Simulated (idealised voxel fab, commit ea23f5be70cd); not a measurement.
process module | voxel spacer lines
cross-section cut | 190 nm wide | cells 5 nm
A cross-section is a grid of square cells, given in bands from the top down. A band is one or more rows of cells.
Each band's line starts with the height of the band's top and of its bottom, in nm. Then come its materials from left to right, each with its width in nm. One material with "throughout" fills the band from edge to edge. "air" is empty space.
Height 0 is the level under which the wafer as received is all one material. The lowest band goes on downwards, as in "0 down".
A width such as "30 to 40" changes by the same amount from each row of cells to the next, from the band's top row to its bottom row.
"no change" after a step means that no cell of the cross-section changed.
closed voids: empty space of 8 cells or more with no open way to the top, each as width x height at its distance from the left edge, in nm
after a step's settings: what the simulator itself notes on the step
overlay nm, on a step with a mask: how far to the right of its planned place the mask lay; to the left if negative
plan
1 op RECEIVE | material Si
2 op CONFORMAL_DEP | material Al2O3 | thk nm 5
3 op DIRECTIONAL_DEP | material TiN | thk nm 15
4 op DIRECTIONAL_DEP | material aC | thk nm 20
5 op PATTERN | tone cover | mask id MANDREL | material resist | width nm 15 | pitch nm 50 | thk nm 30 | overlay nm 0
6 op DIRECTIONAL_ETCH | etch materials aC | depth nm 20
7 op STRIP | etch materials resist
8 op CONFORMAL_DEP | material SiN | thk nm 10
9 op DIRECTIONAL_ETCH | etch materials SiN | depth nm 10
10 op STRIP | etch materials aC
11 op DIRECTIONAL_ETCH | etch materials TiN | depth nm 15
12 op STRIP | etch materials SiN
as received, after step 1
  0 down: Si throughout
  closed voids: none
a wafer at the end: this start, this plan, one mistake
  10 to 5: air 50 | TiN 10 | air 15 | TiN 10 | air 15 | TiN 10 | air 15 | TiN 10 | air 55
  5 to 0: Al2O3 throughout
  0 down: Si throughout
  closed voids: none
what went wrong: step 3 ran as: op DIRECTIONAL_DEP | material TiN | thk nm 5
